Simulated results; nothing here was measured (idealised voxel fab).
process module | voxel wiring stack
The width of the displayed cross-section, cut, is 225 nm; its cells are square, with a size of 5 nm.
Cross-section spec: square-cell grid; bands listed top down; each band is one or more rows. Read a band's entry like this: the first values are the height of its top and the height of its bottom in nm, and what follows is the sequence of materials from left to right, each with its width in nm. Note that "blank" is empty space, and that a single material marked "all across" reaches across the band from edge to edge. Heights from 0 (as-received wafer is one material below). Bottom band endless downward, as "from 0 down". Note: "30 to 40" means the width goes from the first number (top row of the band) to the second number (bottom row) in equal steps per row of cells. Where the words "remained the same" appear for a step, the cross-section shows no cell changed by that step; every cell remained as before. What "Sealed internal voids" gives you is every empty space of 8 cells or more that is cut off from the top. Each appears as width x height at distance, with the distance taken from the left edge and width, height and distance all in nm. Note: text after step settings on the step line = simulator remark on that step. On any step carrying a mask, the "overlay nm" setting, if present on the step's line, tells how far right of its planned place the mask lay; negative values point to the left.

-- These are the steps we planned for the process
1: RECEIVE,material Si
2: CONFORMAL_DEP,material SiO2,thk nm 10
3: DIRECTIONAL_DEP,material TiN,thk nm 5
4: DIRECTIONAL_DEP,material Ru,thk nm 20
5: DIRECTIONAL_DEP,material aC,thk nm 10
6: PATTERN,tone cover,mask id METAL_1,material resist,width nm 30,pitch nm 50,thk nm 30,overlay nm 0
7: DIRECTIONAL_ETCH,etch materials aC,depth nm 10
8: STRIP,etch materials resist
9: DIRECTIONAL_ETCH,etch materials Ru,depth nm 20
10: DIRECTIONAL_ETCH,etch materials TiN,depth nm 5
11: STRIP,etch materials aC
12: CONFORMAL_DEP,material SiCN,thk nm 5
13: FILL_DEP,material lowk,thk nm 5
14: CMP,height nm 35
15: CONFORMAL_DEP,material SiCN,thk nm 5
16: DIRECTIONAL_DEP,material lowk,thk nm 15
17: MASKED_ETCH,tone open,mask id PLUG_1,width nm 15,pitch nm 50,etch materials lowk,depth nm 15,overlay nm 0
18: MASKED_ETCH,tone open,mask id PLUG_1,width nm 15,pitch nm 50,etch materials SiCN,depth nm 5,overlay nm 0
19: CONFORMAL_DEP,material TiN,thk nm 5
20: FILL_DEP,material Cu,thk nm 10
21: CMP,height nm 55
22: DIRECTIONAL_DEP,material TiN,thk nm 5
23: DIRECTIONAL_DEP,material W,thk nm 20
24: PATTERN,tone cover,mask id METAL_2,material resist,width nm 30,pitch nm 50,thk nm 15,overlay nm 0
25: DIRECTIONAL_ETCH,etch materials W,depth nm 20
26: DIRECTIONAL_ETCH,etch materials TiN,depth nm 5
27: STRIP,etch materials resist
28: FILL_DEP,material lowk,thk nm 5
29: CMP,height nm 80
30: CONFORMAL_DEP,material SiCN,thk nm 5
31: DIRECTIONAL_DEP,material SiO2,thk nm 10
32: PATTERN,tone open,mask id PLUG_2,material resist,width nm 15,pitch nm 100,thk nm 20,overlay nm 0
33: DIRECTIONAL_ETCH,etch materials SiO2,depth nm 10
34: DIRECTIONAL_ETCH,etch materials SiCN,depth nm 5
35: STRIP,etch materials resist
36: EPI,material Ru,thk nm 10
37: EPI,material Ru,thk nm 5
38: DIRECTIONAL_DEP,material TiN,thk nm 5
39: DIRECTIONAL_DEP,material Ru,thk nm 25
40: PATTERN,tone cover,mask id METAL_3,material resist,width nm 30,pitch nm 50,thk nm 20,overlay nm 0
41: DIRECTIONAL_ETCH,etch materials Ru,depth nm 25
42: DIRECTIONAL_ETCH,etch materials TiN,depth nm 5
43: STRIP,etch materials resist
44: FILL_DEP,material lowk,thk nm 10
45: CMP,height nm 125
46: CONFORMAL_DEP,material SiN,thk nm 5

-- First of two wafers - as planned

-- Step 1 complete: cross-section of the wafer as received
    from 0 down | Si all across
    Sealed internal voids: none

-- Step 2 complete: cross-section through the wafer
    from 10 to 0 | SiO2 all across
    Below 0, the layers are the same as they were.

-- Step 3 complete: cross-section through the wafer
    from 15 to 10 | TiN all across
    Below 10, the layers are the same as they were.

-- Step 4 complete: cross-section through the wafer
    from 35 to 15 | Ru all across
    Below 15, the layers are the same as they were.

-- Step 5 complete: cross-section through the wafer
    from 45 to 35 | aC all across
    Below 35, the layers are the same as they were.

-- Step 6 complete: cross-section through the wafer
    from 75 to 45 | blank (20) | resist (30) | blank (20) | resist (30) | blank (20) | resist (30) | blank (20) | resist (30) | blank (25)
    Below 45, the layers are the same as they were.

-- Step 7 complete: cross-section through the wafer
    from 65 to 45 | blank (20) | resist (30) | blank (20) | resist (30) | blank (20) | resist (30) | blank (20) | resist (30) | blank (25)
    from 45 to 35 | blank (20) | aC (30) | blank (20) | aC (30) | blank (20) | aC (30) | blank (20) | aC (30) | blank (25)
    Below 35, the layers are the same as they were.

-- Step 8 complete: cross-section through the wafer
    from 45 to 35 | blank (20) | aC (30) | blank (20) | aC (30) | blank (20) | aC (30) | blank (20) | aC (30) | blank (25)
    Below 35, the layers are the same as they were.

-- Step 9 complete: cross-section through the wafer
    from 45 to 35 | blank (20) | aC (30) | blank (20) | aC (30) | blank (20) | aC (30) | blank (20) | aC (30) | blank (25)
    from 35 to 15 | blank (20) | Ru (30) | blank (20) | Ru (30) | blank (20) | Ru (30) | blank (20) | Ru (30) | blank (25)
    Below 15, the layers are the same as they were.

-- Step 10 complete: cross-section through the wafer
    from 45 to 35 | blank (20) | aC (30) | blank (20) | aC (30) | blank (20) | aC (30) | blank (20) | aC (30) | blank (25)
    from 35 to 15 | blank (20) | Ru (30) | blank (20) | Ru (30) | blank (20) | Ru (30) | blank (20) | Ru (30) | blank (25)
    from 15 to 10 | blank (20) | TiN (30) | blank (20) | TiN (30) | blank (20) | TiN (30) | blank (20) | TiN (30) | blank (25)
    Below 10, the layers are the same as they were.

-- Step 11 complete: cross-section through the wafer
    from 35 to 15 | blank (20) | Ru (30) | blank (20) | Ru (30) | blank (20) | Ru (30) | blank (20) | Ru (30) | blank (25)
    Below 15, the layers are the same as they were.

-- Step 12 complete: cross-section through the wafer
    from 40 to 35 | blank (15) | SiCN (40) | blank (10) | SiCN (40) | blank (10) | SiCN (40) | blank (10) | SiCN (40) | blank (20)
    from 35 to 15 | blank (15) | SiCN (5) | Ru (30) | SiCN (5) | blank (10) | SiCN (5) | Ru (30) | SiCN (5) | blank (10) | SiCN (5) | Ru (30) | SiCN (5) | blank (10) | SiCN (5) | Ru (30) | SiCN (5) | blank (20)
    from 15 to 10 | SiCN (20) | TiN (30) | SiCN (20) | TiN (30) | SiCN (20) | TiN (30) | SiCN (20) | TiN (30) | SiCN (25)
    Below 10, the layers are the same as they were.

-- Step 13 complete: cross-section through the wafer
    from 45 to 40 | lowk all across
    from 40 to 35 | lowk (15) | SiCN (40) | lowk (10) | SiCN (40) | lowk (10) | SiCN (40) | lowk (10) | SiCN (40) | lowk (20)
    from 35 to 15 | lowk (15) | SiCN (5) | Ru (30) | SiCN (5) | lowk (10) | SiCN (5) | Ru (30) | SiCN (5) | lowk (10) | SiCN (5) | Ru (30) | SiCN (5) | lowk (10) | SiCN (5) | Ru (30) | SiCN (5) | lowk (20)
    Below 15, the layers are the same as they were.

-- Step 14 complete: cross-section through the wafer
    from 35 to 15 | lowk (15) | SiCN (5) | Ru (30) | SiCN (5) | lowk (10) | SiCN (5) | Ru (30) | SiCN (5) | lowk (10) | SiCN (5) | Ru (30) | SiCN (5) | lowk (10) | SiCN (5) | Ru (30) | SiCN (5) | lowk (20)
    Below 15, the layers are the same as they were.

-- Step 15 complete: cross-section through the wafer
    from 40 to 35 | SiCN all across
    Below 35, the layers are the same as they were.

-- Step 16 complete: cross-section through the wafer
    from 55 to 40 | lowk all across
    Below 40, the layers are the same as they were.

-- Step 17 complete: cross-section through the wafer
    from 55 to 40 | lowk (20) | blank (15) | lowk (35) | blank (15) | lowk (35) | blank (15) | lowk (35) | blank (15) | lowk (40)
    Below 40, the layers are the same as they were.

-- Step 18 complete: cross-section through the wafer
    from 55 to 40 | lowk (20) | blank (15) | lowk (35) | blank (15) | lowk (35) | blank (15) | lowk (35) | blank (15) | lowk (40)
    from 40 to 35 | SiCN (20) | blank (15) | SiCN (35) | blank (15) | SiCN (35) | blank (15) | SiCN (35) | blank (15) | SiCN (40)
    Below 35, the layers are the same as they were.

-- Step 19 complete: cross-section through the wafer
    from 60 to 55 | TiN (25) | blank (5) | TiN (45) | blank (5) | TiN (45) | blank (5) | TiN (45) | blank (5) | TiN (45)
    from 55 to 40 | lowk (20) | TiN (5) | blank (5) | TiN (5) | lowk (35) | TiN (5) | blank (5) | TiN (5) | lowk (35) | TiN (5) | blank (5) | TiN (5) | lowk (35) | TiN (5) | blank (5) | TiN (5) | lowk (40)
    from 40 to 35 | SiCN (20) | TiN (15) | SiCN (35) | TiN (15) | SiCN (35) | TiN (15) | SiCN (35) | TiN (15) | SiCN (40)
    Below 35, the layers are the same as they were.

-- Step 20 complete: cross-section through the wafer
    from 70 to 60 | Cu all across
    from 60 to 55 | TiN (25) | Cu (5) | TiN (45) | Cu (5) | TiN (45) | Cu (5) | TiN (45) | Cu (5) | TiN (45)
    from 55 to 40 | lowk (20) | TiN (5) | Cu (5) | TiN (5) | lowk (35) | TiN (5) | Cu (5) | TiN (5) | lowk (35) | TiN (5) | Cu (5) | TiN (5) | lowk (35) | TiN (5) | Cu (5) | TiN (5) | lowk (40)
    Below 40, the layers are the same as they were.

-- Step 21 complete: cross-section through the wafer
    from 55 to 40 | lowk (20) | TiN (5) | Cu (5) | TiN (5) | lowk (35) | TiN (5) | Cu (5) | TiN (5) | lowk (35) | TiN (5) | Cu (5) | TiN (5) | lowk (35) | TiN (5) | Cu (5) | TiN (5) | lowk (40)
    Below 40, the layers are the same as they were.

-- Step 22 complete: cross-section through the wafer
    from 60 to 55 | TiN all across
    Below 55, the layers are the same as they were.

-- Step 23 complete: cross-section through the wafer
    from 80 to 60 | W all across
    Below 60, the layers are the same as they were.

-- Step 24 complete: cross-section through the wafer
    from 95 to 80 | blank (20) | resist (30) | blank (20) | resist (30) | blank (20) | resist (30) | blank (20) | resist (30) | blank (25)
    Below 80, the layers are the same as they were.

-- Step 25 complete: cross-section through the wafer
    from 95 to 80 | blank (20) | resist (30) | blank (20) | resist (30) | blank (20) | resist (30) | blank (20) | resist (30) | blank (25)
    from 80 to 60 | blank (20) | W (30) | blank (20) | W (30) | blank (20) | W (30) | blank (20) | W (30) | blank (25)
    Below 60, the layers are the same as they were.

-- Step 26 complete: cross-section through the wafer
    from 95 to 80 | blank (20) | resist (30) | blank (20) | resist (30) | blank (20) | resist (30) | blank (20) | resist (30) | blank (25)
    from 80 to 60 | blank (20) | W (30) | blank (20) | W (30) | blank (20) | W (30) | blank (20) | W (30) | blank (25)
    from 60 to 55 | blank (20) | TiN (30) | blank (20) | TiN (30) | blank (20) | TiN (30) | blank (20) | TiN (30) | blank (25)
    Below 55, the layers are the same as they were.

-- Step 27 complete: cross-section through the wafer
    from 80 to 60 | blank (20) | W (30) | blank (20) | W (30) | blank (20) | W (30) | blank (20) | W (30) | blank (25)
    Below 60, the layers are the same as they were.

-- Step 28 complete: cross-section through the wafer
    from 85 to 80 | lowk all across
    from 80 to 60 | lowk (20) | W (30) | lowk (20) | W (30) | lowk (20) | W (30) | lowk (20) | W (30) | lowk (25)
    from 60 to 55 | lowk (20) | TiN (30) | lowk (20) | TiN (30) | lowk (20) | TiN (30) | lowk (20) | TiN (30) | lowk (25)
    Below 55, the layers are the same as they were.

-- Step 29 complete: cross-section through the wafer
    from 80 to 60 | lowk (20) | W (30) | lowk (20) | W (30) | lowk (20) | W (30) | lowk (20) | W (30) | lowk (25)
    Below 60, the layers are the same as they were.

-- Step 30 complete: cross-section through the wafer
    from 85 to 80 | SiCN all across
    Below 80, the layers are the same as they were.

-- Step 31 complete: cross-section through the wafer
    from 95 to 85 | SiO2 all across
    Below 85, the layers are the same as they were.

-- Step 32 complete: cross-section through the wafer
    from 115 to 95 | resist (20) | blank (15) | resist (85) | blank (15) | resist (90)
    Below 95, the layers are the same as they were.

-- Step 33 complete: cross-section through the wafer
    from 115 to 95 | resist (20) | blank (15) | resist (85) | blank (15) | resist (90)
    from 95 to 85 | SiO2 (20) | blank (15) | SiO2 (85) | blank (15) | SiO2 (90)
    Below 85, the layers are the same as they were.

-- Step 34 complete: cross-section through the wafer
    from 115 to 95 | resist (20) | blank (15) | resist (85) | blank (15) | resist (90)
    from 95 to 85 | SiO2 (20) | blank (15) | SiO2 (85) | blank (15) | SiO2 (90)
    from 85 to 80 | SiCN (20) | blank (15) | SiCN (85) | blank (15) | SiCN (90)
    Below 80, the layers are the same as they were.

-- Step 35 complete: cross-section through the wafer
    from 95 to 85 | SiO2 (20) | blank (15) | SiO2 (85) | blank (15) | SiO2 (90)
    Below 85, the layers are the same as they were.

-- Step 36 complete: cross-section through the wafer
    from 95 to 90 | SiO2 (20) | blank (15) | SiO2 (85) | blank (15) | SiO2 (90)
    from 90 to 85 | SiO2 (20) | Ru (15) | SiO2 (85) | Ru (15) | SiO2 (90)
    from 85 to 80 | SiCN (20) | Ru (15) | SiCN (85) | Ru (15) | SiCN (90)
    Below 80, the layers are the same as they were.

-- Step 37 complete: cross-section through the wafer
    from 95 to 85 | SiO2 (20) | Ru (15) | SiO2 (85) | Ru (15) | SiO2 (90)
    Below 85, the layers are the same as they were.

-- Step 38 complete: cross-section through the wafer
    from 100 to 95 | TiN all across
    Below 95, the layers are the same as they were.

-- Step 39 complete: cross-section through the wafer
    from 125 to 100 | Ru all across
    Below 100, the layers are the same as they were.

-- Step 40 complete: cross-section through the wafer
    from 145 to 125 | blank (20) | resist (30) | blank (20) | resist (30) | blank (20) | resist (30) | blank (20) | resist (30) | blank (25)
    Below 125, the layers are the same as they were.

-- Step 41 complete: cross-section through the wafer
    from 145 to 125 | blank (20) | resist (30) | blank (20) | resist (30) | blank (20) | resist (30) | blank (20) | resist (30) | blank (25)
    from 125 to 100 | blank (20) | Ru (30) | blank (20) | Ru (30) | blank (20) | Ru (30) | blank (20) | Ru (30) | blank (25)
    Below 100, the layers are the same as they were.

-- Step 42 complete: cross-section through the wafer
    from 145 to 125 | blank (20) | resist (30) | blank (20) | resist (30) | blank (20) | resist (30) | blank (20) | resist (30) | blank (25)
    from 125 to 100 | blank (20) | Ru (30) | blank (20) | Ru (30) | blank (20) | Ru (30) | blank (20) | Ru (30) | blank (25)
    from 100 to 95 | blank (20) | TiN (30) | blank (20) | TiN (30) | blank (20) | TiN (30) | blank (20) | TiN (30) | blank (25)
    Below 95, the layers are the same as they were.

-- Step 43 complete: cross-section through the wafer
    from 125 to 100 | blank (20) | Ru (30) | blank (20) | Ru (30) | blank (20) | Ru (30) | blank (20) | Ru (30) | blank (25)
    Below 100, the layers are the same as they were.

-- Step 44 complete: cross-section through the wafer
    from 135 to 125 | lowk all across
    from 125 to 100 | lowk (20) | Ru (30) | lowk (20) | Ru (30) | lowk (20) | Ru (30) | lowk (20) | Ru (30) | lowk (25)
    from 100 to 95 | lowk (20) | TiN (30) | lowk (20) | TiN (30) | lowk (20) | TiN (30) | lowk (20) | TiN (30) | lowk (25)
    Below 95, the layers are the same as they were.

-- Step 45 complete: cross-section through the wafer
    from 125 to 100 | lowk (20) | Ru (30) | lowk (20) | Ru (30) | lowk (20) | Ru (30) | lowk (20) | Ru (30) | lowk (25)
    Below 100, the layers are the same as they were.

-- Step 46 complete: cross-section through the wafer
    from 130 to 125 | SiN all across
    Below 125, the layers are the same as they were.

-- Here the second wafer is described. Its start and its plan were those of the first wafer. Its run contained one mistake. Up to and including step 23, it did exactly what the first wafer did

-- Cross-sectional view of the second wafer at the intended end time of process step 24
    from 95 to 80 | resist (20) | blank (30) | resist (20) | blank (30) | resist (20) | blank (30) | resist (20) | blank (30) | resist (25)
    Below 80, the layers are the same as they were.

-- Cross-sectional view of the second wafer at the intended end time of process step 25
    from 95 to 80 | resist (20) | blank (30) | resist (20) | blank (30) | resist (20) | blank (30) | resist (20) | blank (30) | resist (25)
    from 80 to 60 | W (20) | blank (30) | W (20) | blank (30) | W (20) | blank (30) | W (20) | blank (30) | W (25)
    Below 60, the layers are the same as they were.

-- Cross-sectional view of the second wafer at the intended end time of process step 26
    from 95 to 80 | resist (20) | blank (30) | resist (20) | blank (30) | resist (20) | blank (30) | resist (20) | blank (30) | resist (25)
    from 80 to 60 | W (20) | blank (30) | W (20) | blank (30) | W (20) | blank (30) | W (20) | blank (30) | W (25)
    from 60 to 55 | TiN (20) | blank (30) | TiN (20) | blank (30) | TiN (20) | blank (30) | TiN (20) | blank (30) | TiN (25)
    Below 55, the layers are the same as they were.

-- Cross-sectional view of the second wafer at the intended end time of process step 27
    from 80 to 60 | W (20) | blank (30) | W (20) | blank (30) | W (20) | blank (30) | W (20) | blank (30) | W (25)
    Below 60, the layers are the same as they were.

-- Cross-sectional view of the second wafer at the intended end time of process step 28
    from 85 to 80 | lowk all across
    from 80 to 60 | W (20) | lowk (30) | W (20) | lowk (30) | W (20) | lowk (30) | W (20) | lowk (30) | W (25)
    from 60 to 55 | TiN (20) | lowk (30) | TiN (20) | lowk (30) | TiN (20) | lowk (30) | TiN (20) | lowk (30) | TiN (25)
    Below 55, the layers are the same as they were.

-- Cross-sectional view of the second wafer at the intended end time of process step 29
    from 80 to 60 | W (20) | lowk (30) | W (20) | lowk (30) | W (20) | lowk (30) | W (20) | lowk (30) | W (25)
    Below 60, the layers are the same as they were.

-- Cross-sectional view of the second wafer at the intended end time of process step 30
    from 85 to 80 | SiCN all across
    Below 80, the layers are the same as they were.

-- Cross-sectional view of the second wafer at the intended end time of process step 31
    from 95 to 85 | SiO2 all across
    Below 85, the layers are the same as they were.

-- Cross-sectional view of the second wafer at the intended end time of process step 32
    from 115 to 95 | resist (20) | blank (15) | resist (85) | blank (15) | resist (90)
    Below 95, the layers are the same as they were.

-- Cross-sectional view of the second wafer at the intended end time of process step 33
    from 115 to 95 | resist (20) | blank (15) | resist (85) | blank (15) | resist (90)
    from 95 to 85 | SiO2 (20) | blank (15) | SiO2 (85) | blank (15) | SiO2 (90)
    Below 85, the layers are the same as they were.

-- Cross-sectional view of the second wafer at the intended end time of process step 34
    from 115 to 95 | resist (20) | blank (15) | resist (85) | blank (15) | resist (90)
    from 95 to 85 | SiO2 (20) | blank (15) | SiO2 (85) | blank (15) | SiO2 (90)
    from 85 to 80 | SiCN (20) | blank (15) | SiCN (85) | blank (15) | SiCN (90)
    Below 80, the layers are the same as they were.

-- Cross-sectional view of the second wafer at the intended end time of process step 35
    from 95 to 85 | SiO2 (20) | blank (15) | SiO2 (85) | blank (15) | SiO2 (90)
    Below 85, the layers are the same as they were.

Cross-sectional view of the second wafer at the intended end time of process step 36: remained the same

Cross-sectional view of the second wafer at the intended end time of process step 37: remained the same

-- Cross-sectional view of the second wafer at the intended end time of process step 38
    from 100 to 95 | TiN (20) | blank (15) | TiN (85) | blank (15) | TiN (90)
    from 95 to 85 | SiO2 (20) | blank (15) | SiO2 (85) | blank (15) | SiO2 (90)
    from 85 to 80 | SiCN (20) | TiN (15) | SiCN (85) | TiN (15) | SiCN (90)
    Below 80, the layers are the same as they were.

-- Cross-sectional view of the second wafer at the intended end time of process step 39
    from 125 to 110 | Ru (20) | blank (15) | Ru (85) | blank (15) | Ru (90)
    from 110 to 100 | Ru all across
    from 100 to 95 | TiN (20) | Ru (15) | TiN (85) | Ru (15) | TiN (90)
    from 95 to 85 | SiO2 (20) | Ru (15) | SiO2 (85) | Ru (15) | SiO2 (90)
    Below 85, the layers are the same as they were.

-- Cross-sectional view of the second wafer at the intended end time of process step 40
    from 145 to 125 | blank (20) | resist (30) | blank (20) | resist (30) | blank (20) | resist (30) | blank (20) | resist (30) | blank (25)
    from 125 to 110 | Ru (20) | resist (15) | Ru (85) | resist (15) | Ru (90)
    Below 110, the layers are the same as they were.

-- Cross-sectional view of the second wafer at the intended end time of process step 41
    from 145 to 125 | blank (20) | resist (30) | blank (20) | resist (30) | blank (20) | resist (30) | blank (20) | resist (30) | blank (25)
    from 125 to 110 | blank (20) | resist (15) | Ru (15) | blank (20) | Ru (30) | blank (20) | resist (15) | Ru (15) | blank (20) | Ru (30) | blank (25)
    from 110 to 100 | blank (20) | Ru (30) | blank (20) | Ru (30) | blank (20) | Ru (30) | blank (20) | Ru (30) | blank (25)
    Below 100, the layers are the same as they were.

-- Cross-sectional view of the second wafer at the intended end time of process step 42
    from 145 to 125 | blank (20) | resist (30) | blank (20) | resist (30) | blank (20) | resist (30) | blank (20) | resist (30) | blank (25)
    from 125 to 110 | blank (20) | resist (15) | Ru (15) | blank (20) | Ru (30) | blank (20) | resist (15) | Ru (15) | blank (20) | Ru (30) | blank (25)
    from 110 to 100 | blank (20) | Ru (30) | blank (20) | Ru (30) | blank (20) | Ru (30) | blank (20) | Ru (30) | blank (25)
    from 100 to 95 | blank (20) | Ru (15) | TiN (15) | blank (20) | TiN (30) | blank (20) | Ru (15) | TiN (15) | blank (20) | TiN (30) | blank (25)
    Below 95, the layers are the same as they were.

-- Cross-sectional view of the second wafer at the intended end time of process step 43
    from 125 to 110 | blank (35) | Ru (15) | blank (20) | Ru (30) | blank (35) | Ru (15) | blank (20) | Ru (30) | blank (25)
    Below 110, the layers are the same as they were.

-- Cross-sectional view of the second wafer at the intended end time of process step 44
    from 135 to 125 | lowk all across
    from 125 to 110 | lowk (35) | Ru (15) | lowk (20) | Ru (30) | lowk (35) | Ru (15) | lowk (20) | Ru (30) | lowk (25)
    from 110 to 100 | lowk (20) | Ru (30) | lowk (20) | Ru (30) | lowk (20) | Ru (30) | lowk (20) | Ru (30) | lowk (25)
    from 100 to 95 | lowk (20) | Ru (15) | TiN (15) | lowk (20) | TiN (30) | lowk (20) | Ru (15) | TiN (15) | lowk (20) | TiN (30) | lowk (25)
    Below 95, the layers are the same as they were.

-- Cross-sectional view of the second wafer at the intended end time of process step 45
    from 125 to 110 | lowk (35) | Ru (15) | lowk (20) | Ru (30) | lowk (35) | Ru (15) | lowk (20) | Ru (30) | lowk (25)
    Below 110, the layers are the same as they were.

-- Cross-sectional view of the second wafer at the intended end time of process step 46
    from 130 to 125 | SiN all across
    Below 125, the layers are the same as they were.
Deviation noted in wafer processing: in deviation from the planned setting, step 24 was conducted as PATTERN,tone open,mask id METAL_2,material resist,width nm 30,pitch nm 50,thk nm 15,overlay nm 0
FYI, end of process, the second wafer has more or fewer cells of some materials than the first: Ru: 18 fewer | TiN: 3 fewer | W: 12 fewer | lowk: 33 more
